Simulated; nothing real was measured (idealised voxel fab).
process module | voxel wiring stack
cross-section cut | 200 nm wide | cells 5 nm
A cross-section is a grid of square cells, given in bands from the top down. A band is one or more rows of cells.
Each band's line starts with the height of the band's top and of its bottom, in nm. Then come its materials from left to right, each with its width in nm. One material with "throughout" fills the band from edge to edge. "air" is empty space.
Height 0 is the level under which the wafer as received is all one material. The lowest band goes on downwards, as in "0 down".
A width such as "30 to 40" changes by the same amount from each row of cells to the next, from the band's top row to its bottom row.
"no change" after a step means that no cell of the cross-section changed.
closed voids: empty space of 8 cells or more with no open way to the top, each as width x height at its distance from the left edge, in nm
after a step's settings: what the simulator itself notes on the step
overlay nm, on a step with a mask: how far to the right of its planned place the mask lay; to the left if negative
plan
1 op RECEIVE | material Si
2 op CONFORMAL_DEP | material SiO2 | thk nm 15
3 op DIRECTIONAL_DEP | material TiN | thk nm 5
4 op DIRECTIONAL_DEP | material W | thk nm 25
5 op PATTERN | tone cover | mask id METAL_1 | material resist | width nm 25 | pitch nm 55 | thk nm 20 | overlay nm 0
6 op DIRECTIONAL_ETCH | etch materials W | depth nm 25
7 op DIRECTIONAL_ETCH | etch materials TiN | depth nm 5
8 op STRIP | etch materials resist
9 op CONFORMAL_DEP | material SiCN | thk nm 5
10 op FILL_DEP | material lowk | thk nm 5
11 op CMP | height nm 45
12 op CONFORMAL_DEP | material SiCN | thk nm 5
13 op DIRECTIONAL_DEP | material lowk | thk nm 20
14 op DIRECTIONAL_DEP | material aC | thk nm 15
15 op PATTERN | tone open | mask id PLUG_1 | material resist | width nm 15 | thk nm 30 | overlay nm 0
16 op DIRECTIONAL_ETCH | etch materials aC | depth nm 15
17 op STRIP | etch materials resist
18 op DIRECTIONAL_ETCH | etch materials lowk | depth nm 20
19 op DIRECTIONAL_ETCH | etch materials SiCN | depth nm 5
20 op STRIP | etch materials aC
21 op EPI | material Ru | thk nm 10
22 op EPI | material Ru | thk nm 10
23 op EPI | material Ru | thk nm 5
24 op DIRECTIONAL_DEP | material TiN | thk nm 5
25 op DIRECTIONAL_DEP | material Ru | thk nm 20
26 op DIRECTIONAL_DEP | material aC | thk nm 15
27 op PATTERN | tone cover | mask id METAL_2 | material resist | width nm 25 | pitch nm 55 | thk nm 30 | overlay nm 0
28 op DIRECTIONAL_ETCH | etch materials aC | depth nm 15
29 op STRIP | etch materials resist
30 op DIRECTIONAL_ETCH | etch materials Ru | depth nm 20
31 op DIRECTIONAL_ETCH | etch materials TiN | depth nm 5
32 op STRIP | etch materials aC
33 op CONFORMAL_DEP | material SiN | thk nm 5
34 op FILL_DEP | material SiO2 | thk nm 10
35 op CMP | height nm 95
36 op CONFORMAL_DEP | material SiCN | thk nm 5
37 op DIRECTIONAL_DEP | material lowk | thk nm 10
38 op DIRECTIONAL_DEP | material aC | thk nm 10
39 op PATTERN | tone open | mask id PLUG_2 | material resist | width nm 15 | pitch nm 55 | thk nm 25 | overlay nm 0
40 op DIRECTIONAL_ETCH | etch materials aC | depth nm 10
41 op STRIP | etch materials resist
42 op DIRECTIONAL_ETCH | etch materials lowk | depth nm 10
43 op DIRECTIONAL_ETCH | etch materials SiCN | depth nm 5
44 op STRIP | etch materials aC
45 op CONFORMAL_DEP | material TiN | thk nm 5
46 op FILL_DEP | material Ru | thk nm 10
47 op CMP | height nm 110
48 op CONFORMAL_DEP | material SiN | thk nm 5
49 op DIRECTIONAL_DEP | material SiO2 | thk nm 25
50 op PATTERN | tone open | mask id METAL_3 | material resist | width nm 25 | pitch nm 55 | thk nm 20 | overlay nm 0
51 op DIRECTIONAL_ETCH | etch materials SiO2 | depth nm 25
52 op DIRECTIONAL_ETCH | etch materials SiN | depth nm 5
53 op STRIP | etch materials resist
54 op CONFORMAL_DEP | material TiN | thk nm 5
55 op FILL_DEP | material Cu | thk nm 10
56 op CMP | height nm 140
57 op CONFORMAL_DEP | material SiCN | thk nm 5
as received, after step 1
  0 down: Si throughout
  closed voids: none
first wafer at the end, as planned
  145 to 140: SiCN throughout
  140 to 115: SiO2 60 | TiN 5 | Cu 15 | TiN 5 | SiO2 30 | TiN 5 | Cu 15 | TiN 5 | SiO2 60
  115 to 110: SiN 60 | TiN 25 | SiN 30 | TiN 25 | SiN 60
  110 to 100: lowk 60 | TiN 5 | Ru 5 | TiN 5 | lowk 40 | TiN 5 | Ru 5 | TiN 5 | lowk 70
  100 to 95: SiCN 60 | TiN 15 | SiCN 40 | TiN 15 | SiCN 70
  95 to 75: SiO2 55 | SiN 5 | Ru 25 | SiN 5 | SiO2 20 | SiN 5 | Ru 25 | SiN 5 | SiO2 55
  75 to 70: SiN 60 | TiN 25 | SiN 30 | TiN 25 | SiN 60
  70 to 50: lowk 60 | Ru 15 | lowk 125
  50 to 45: SiCN 60 | Ru 15 | SiCN 125
  45 to 20: lowk 55 | SiCN 5 | W 25 | SiCN 5 | lowk 20 | SiCN 5 | W 25 | SiCN 5 | lowk 55
  20 to 15: SiCN 60 | TiN 25 | SiCN 30 | TiN 25 | SiCN 60
  15 to 0: SiO2 throughout
  0 down: Si throughout
  closed voids: none
second wafer at the end: like start, like plan, one mistake
  145 to 140: SiCN throughout
  140 to 115: SiO2 65 | TiN 5 | Cu 5 | TiN 5 | SiO2 40 | TiN 5 | Cu 5 | TiN 5 | SiO2 65
  115 to 110: SiN 65 | TiN 15 | SiN 40 | TiN 15 | SiN 65
  110 to 100: lowk 60 | TiN 5 | Ru 5 | TiN 5 | lowk 40 | TiN 5 | Ru 5 | TiN 5 | lowk 70
  100 to 95: SiCN 60 | TiN 15 | SiCN 40 | TiN 15 | SiCN 70
  95 to 75: SiO2 55 | SiN 5 | Ru 25 | SiN 5 | SiO2 20 | SiN 5 | Ru 25 | SiN 5 | SiO2 55
  75 to 70: SiN 60 | TiN 25 | SiN 30 | TiN 25 | SiN 60
  70 to 50: lowk 60 | Ru 15 | lowk 125
  50 to 45: SiCN 60 | Ru 15 | SiCN 125
  45 to 20: lowk 55 | SiCN 5 | W 25 | SiCN 5 | lowk 20 | SiCN 5 | W 25 | SiCN 5 | lowk 55
  20 to 15: SiCN 60 | TiN 25 | SiCN 30 | TiN 25 | SiCN 60
  15 to 0: SiO2 throughout
  0 down: Si throughout
  closed voids: none
what went wrong: step 50 ran as: op PATTERN | tone open | mask id METAL_3 | material resist | width nm 15 | pitch nm 55 | thk nm 20 | overlay nm 0
at the end the second wafer has, in cells: 20 fewer of Cu | 4 more of SiN | 20 more of SiO2 | 4 fewer of TiN
